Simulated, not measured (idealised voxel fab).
Presented below is a process module, voxel self aligned contacts.
Cross-section cut: width 265 nm, square cells of 5 nm.
Just so we're on the same page, the cross-sections are grids of square cells, and they're listed out in bands top to bottom, each band one or more rows deep.
Top, bottom (nm), then materials left to right with widths (nm); lone material tagged "all across" fills the whole band edge to edge; "air" = empty space.
The reference from which all heights are counted is 0, the level beneath which the as-received wafer is entirely one material; the lowest band, having no lower bound, proceeds downward and is written after the example "z 0 and below".
Width "30->40": first value at the band's top row of cells, second value at its bottom row, equal change from row to row.
"no alteration" -> step changed no cross-section cell.
Look at "Sealed void inventory" for the closed voids: empty spaces with no open path to the top, sized 8 cells or up. Each is width x height at distance, distance from the left edge, all nm.
Whatever follows a step's settings on its line is a remark the simulator itself makes about that step.
overlay nm: where the mask lay relative to plan, measured to the right, on steps with a mask; negatives go left.
**Steps in the process plan**
| 1 | RECEIVE with material Si |
| 2 | CONFORMAL_DEP with material SiO2, thk nm 5 |
| 3 | DIRECTIONAL_DEP with material polySi, thk nm 25 |
| 4 | DIRECTIONAL_DEP with material SiN, thk nm 20 |
| 5 | PATTERN with tone cover, mask id GATE, material resist, width nm 30, pitch nm 70, thk nm 20, overlay nm 0 |
| 6 | DIRECTIONAL_ETCH with etch materials SiN, depth nm 20 |
| 7 | DIRECTIONAL_ETCH with etch materials polySi, depth nm 25 |
| 8 | STRIP with etch materials resist |
| 9 | CONFORMAL_DEP with material SiN, thk nm 10 |
| 10 | DIRECTIONAL_ETCH with etch materials SiN, depth nm 10 |
| 11 | FILL_DEP with material SiO2, thk nm 15 |
| 12 | CMP with height nm 60 |
| 13 | MASKED_ETCH with tone open, mask id CONTACT, width nm 50, pitch nm 70, etch materials SiO2, depth nm 60, overlay nm 0 |
| 14 | CONFORMAL_DEP with material TiN, thk nm 5 |
| 15 | FILL_DEP with material Ru, thk nm 10 |
| 16 | CMP with height nm 60 |
| 17 | CONFORMAL_DEP with material SiN, thk nm 5 |
**First out of two wafers; run went to plan**
**Here's what the wafer looked like in cross-section when it arrived - that's after step 1**
- z 0 and below  Si all across
- Sealed void inventory: none
**Step 2 done - wafer cross-section**
- z 5 to 0  SiO2 all across
- Whatever lies below 0 is exactly as it was before.
**Step 3 done - wafer cross-section**
- z 30 to 5  polySi all across
- Whatever lies below 5 is exactly as it was before.
**Step 4 done - wafer cross-section**
- z 50 to 30  SiN all across
- Whatever lies below 30 is exactly as it was before.
**Step 5 done - wafer cross-section**
- z 70 to 50  45 nm air / 30 nm resist / 40 nm air / 30 nm resist / 40 nm air / 30 nm resist / 50 nm air
- Whatever lies below 50 is exactly as it was before.
**Step 6 done - wafer cross-section**
- z 70 to 50  45 nm air / 30 nm resist / 40 nm air / 30 nm resist / 40 nm air / 30 nm resist / 50 nm air
- z 50 to 30  45 nm air / 30 nm SiN / 40 nm air / 30 nm SiN / 40 nm air / 30 nm SiN / 50 nm air
- Whatever lies below 30 is exactly as it was before.
**Step 7 done - wafer cross-section**
- z 70 to 50  45 nm air / 30 nm resist / 40 nm air / 30 nm resist / 40 nm air / 30 nm resist / 50 nm air
- z 50 to 30  45 nm air / 30 nm SiN / 40 nm air / 30 nm SiN / 40 nm air / 30 nm SiN / 50 nm air
- z 30 to 5  45 nm air / 30 nm polySi / 40 nm air / 30 nm polySi / 40 nm air / 30 nm polySi / 50 nm air
- Whatever lies below 5 is exactly as it was before.
**Step 8 done - wafer cross-section**
- z 50 to 30  45 nm air / 30 nm SiN / 40 nm air / 30 nm SiN / 40 nm air / 30 nm SiN / 50 nm air
- Whatever lies below 30 is exactly as it was before.
**Step 9 done - wafer cross-section**
- z 60 to 30  35 nm air / 50 nm SiN / 20 nm air / 50 nm SiN / 20 nm air / 50 nm SiN / 40 nm air
- z 30 to 15  35 nm air / 10 nm SiN / 30 nm polySi / 10 nm SiN / 20 nm air / 10 nm SiN / 30 nm polySi / 10 nm SiN / 20 nm air / 10 nm SiN / 30 nm polySi / 10 nm SiN / 40 nm air
- z 15 to 5  45 nm SiN / 30 nm polySi / 40 nm SiN / 30 nm polySi / 40 nm SiN / 30 nm polySi / 50 nm SiN
- Whatever lies below 5 is exactly as it was before.
**Step 10 done - wafer cross-section**
- z 50 to 30  35 nm air / 50 nm SiN / 20 nm air / 50 nm SiN / 20 nm air / 50 nm SiN / 40 nm air
- z 30 to 5  35 nm air / 10 nm SiN / 30 nm polySi / 10 nm SiN / 20 nm air / 10 nm SiN / 30 nm polySi / 10 nm SiN / 20 nm air / 10 nm SiN / 30 nm polySi / 10 nm SiN / 40 nm air
- Whatever lies below 5 is exactly as it was before.
**Step 11 done - wafer cross-section**
- z 65 to 50  SiO2 all across
- z 50 to 30  35 nm SiO2 / 50 nm SiN / 20 nm SiO2 / 50 nm SiN / 20 nm SiO2 / 50 nm SiN / 40 nm SiO2
- z 30 to 5  35 nm SiO2 / 10 nm SiN / 30 nm polySi / 10 nm SiN / 20 nm SiO2 / 10 nm SiN / 30 nm polySi / 10 nm SiN / 20 nm SiO2 / 10 nm SiN / 30 nm polySi / 10 nm SiN / 40 nm SiO2
- Whatever lies below 5 is exactly as it was before.
**Step 12 done - wafer cross-section**
- z 60 to 50  SiO2 all across
- Whatever lies below 50 is exactly as it was before.
**Step 13 done - wafer cross-section**
- z 60 to 50  70 nm SiO2 / 50 nm air / 20 nm SiO2 / 50 nm air / 75 nm SiO2
- z 50 to 30  35 nm SiO2 / 50 nm SiN / 20 nm air / 50 nm SiN / 20 nm air / 50 nm SiN / 40 nm SiO2
- z 30 to 5  35 nm SiO2 / 10 nm SiN / 30 nm polySi / 10 nm SiN / 20 nm air / 10 nm SiN / 30 nm polySi / 10 nm SiN / 20 nm air / 10 nm SiN / 30 nm polySi / 10 nm SiN / 40 nm SiO2
- z 5 to 0  85 nm SiO2 / 20 nm air / 50 nm SiO2 / 20 nm air / 90 nm SiO2
- Whatever lies below 0 is exactly as it was before.
**Step 14 done - wafer cross-section**
- z 65 to 60  75 nm TiN / 40 nm air / 30 nm TiN / 40 nm air / 80 nm TiN
- z 60 to 50  70 nm SiO2 / 5->20 nm TiN / 40->10 nm air / 5->20 nm TiN / 20 nm SiO2 / 5->20 nm TiN / 40->10 nm air / 5->20 nm TiN / 75 nm SiO2
- z 50 to 30  35 nm SiO2 / 50 nm SiN / 5 nm TiN / 10 nm air / 5 nm TiN / 50 nm SiN / 5 nm TiN / 10 nm air / 5 nm TiN / 50 nm SiN / 40 nm SiO2
- z 30 to 5  35 nm SiO2 / 10 nm SiN / 30 nm polySi / 10 nm SiN / 5 nm TiN / 10 nm air / 5 nm TiN / 10 nm SiN / 30 nm polySi / 10 nm SiN / 5 nm TiN / 10 nm air / 5 nm TiN / 10 nm SiN / 30 nm polySi / 10 nm SiN / 40 nm SiO2
- z 5 to 0  85 nm SiO2 / 20 nm TiN / 50 nm SiO2 / 20 nm TiN / 90 nm SiO2
- Whatever lies below 0 is exactly as it was before.
**Step 15 done - wafer cross-section**
- z 75 to 65  Ru all across
- z 65 to 60  75 nm TiN / 40 nm Ru / 30 nm TiN / 40 nm Ru / 80 nm TiN
- z 60 to 50  70 nm SiO2 / 5->20 nm TiN / 40->10 nm Ru / 5->20 nm TiN / 20 nm SiO2 / 5->20 nm TiN / 40->10 nm Ru / 5->20 nm TiN / 75 nm SiO2
- z 50 to 30  35 nm SiO2 / 50 nm SiN / 5 nm TiN / 10 nm Ru / 5 nm TiN / 50 nm SiN / 5 nm TiN / 10 nm Ru / 5 nm TiN / 50 nm SiN / 40 nm SiO2
- z 30 to 5  35 nm SiO2 / 10 nm SiN / 30 nm polySi / 10 nm SiN / 5 nm TiN / 10 nm Ru / 5 nm TiN / 10 nm SiN / 30 nm polySi / 10 nm SiN / 5 nm TiN / 10 nm Ru / 5 nm TiN / 10 nm SiN / 30 nm polySi / 10 nm SiN / 40 nm SiO2
- Whatever lies below 5 is exactly as it was before.
**Step 16 done - wafer cross-section**
- z 60 to 50  70 nm SiO2 / 5->20 nm TiN / 40->10 nm Ru / 5->20 nm TiN / 20 nm SiO2 / 5->20 nm TiN / 40->10 nm Ru / 5->20 nm TiN / 75 nm SiO2
- Whatever lies below 50 is exactly as it was before.
**Step 17 done - wafer cross-section**
- z 65 to 60  SiN all across
- Whatever lies below 60 is exactly as it was before.
**Second wafer: same start and same plan as the first, one execution error; identical to the first through step 12**
**Cross-section of the second wafer at the time step 13 of the plan should have ended**
- z 60 to 50  70 nm SiO2 / 50 nm air / 20 nm SiO2 / 50 nm air / 75 nm SiO2
- z 50 to 30  35 nm SiO2 / 50 nm SiN / 20 nm air / 50 nm SiN / 20 nm air / 50 nm SiN / 40 nm SiO2
- z 30 to 10  35 nm SiO2 / 10 nm SiN / 30 nm polySi / 10 nm SiN / 20 nm air / 10 nm SiN / 30 nm polySi / 10 nm SiN / 20 nm air / 10 nm SiN / 30 nm polySi / 10 nm SiN / 40 nm SiO2
- Whatever lies below 10 is exactly as it was before.
**Cross-section of the second wafer at the time step 14 of the plan should have ended**
- z 65 to 60  75 nm TiN / 40 nm air / 30 nm TiN / 40 nm air / 80 nm TiN
- z 60 to 50  70 nm SiO2 / 5->20 nm TiN / 40->10 nm air / 5->20 nm TiN / 20 nm SiO2 / 5->20 nm TiN / 40->10 nm air / 5->20 nm TiN / 75 nm SiO2
- z 50 to 30  35 nm SiO2 / 50 nm SiN / 5 nm TiN / 10 nm air / 5 nm TiN / 50 nm SiN / 5 nm TiN / 10 nm air / 5 nm TiN / 50 nm SiN / 40 nm SiO2
- z 30 to 15  35 nm SiO2 / 10 nm SiN / 30 nm polySi / 10 nm SiN / 5 nm TiN / 10 nm air / 5 nm TiN / 10 nm SiN / 30 nm polySi / 10 nm SiN / 5 nm TiN / 10 nm air / 5 nm TiN / 10 nm SiN / 30 nm polySi / 10 nm SiN / 40 nm SiO2
- z 15 to 10  35 nm SiO2 / 10 nm SiN / 30 nm polySi / 10 nm SiN / 20 nm TiN / 10 nm SiN / 30 nm polySi / 10 nm SiN / 20 nm TiN / 10 nm SiN / 30 nm polySi / 10 nm SiN / 40 nm SiO2
- Whatever lies below 10 is exactly as it was before.
**Cross-section of the second wafer at the time step 15 of the plan should have ended**
- z 75 to 65  Ru all across
- z 65 to 60  75 nm TiN / 40 nm Ru / 30 nm TiN / 40 nm Ru / 80 nm TiN
- z 60 to 50  70 nm SiO2 / 5->20 nm TiN / 40->10 nm Ru / 5->20 nm TiN / 20 nm SiO2 / 5->20 nm TiN / 40->10 nm Ru / 5->20 nm TiN / 75 nm SiO2
- z 50 to 30  35 nm SiO2 / 50 nm SiN / 5 nm TiN / 10 nm Ru / 5 nm TiN / 50 nm SiN / 5 nm TiN / 10 nm Ru / 5 nm TiN / 50 nm SiN / 40 nm SiO2
- z 30 to 15  35 nm SiO2 / 10 nm SiN / 30 nm polySi / 10 nm SiN / 5 nm TiN / 10 nm Ru / 5 nm TiN / 10 nm SiN / 30 nm polySi / 10 nm SiN / 5 nm TiN / 10 nm Ru / 5 nm TiN / 10 nm SiN / 30 nm polySi / 10 nm SiN / 40 nm SiO2
- Whatever lies below 15 is exactly as it was before.
**Cross-section of the second wafer at the time step 16 of the plan should have ended**
- z 60 to 50  70 nm SiO2 / 5->20 nm TiN / 40->10 nm Ru / 5->20 nm TiN / 20 nm SiO2 / 5->20 nm TiN / 40->10 nm Ru / 5->20 nm TiN / 75 nm SiO2
- Whatever lies below 50 is exactly as it was before.
**Cross-section of the second wafer at the time step 17 of the plan should have ended**
- z 65 to 60  SiN all across
- Whatever lies below 60 is exactly as it was before.
Deviation noted in wafer processing: heads up, step 13 didn't go per plan, it actually ran as MASKED_ETCH with tone open, mask id CONTACT, width nm 50, pitch nm 70, etch materials SiO2, depth nm 50, overlay nm 0
Per the end-of-run cell counts, the second wafer holds more or fewer of some materials than the first: 8 fewer of Ru; 16 more of SiO2; 8 fewer of TiN
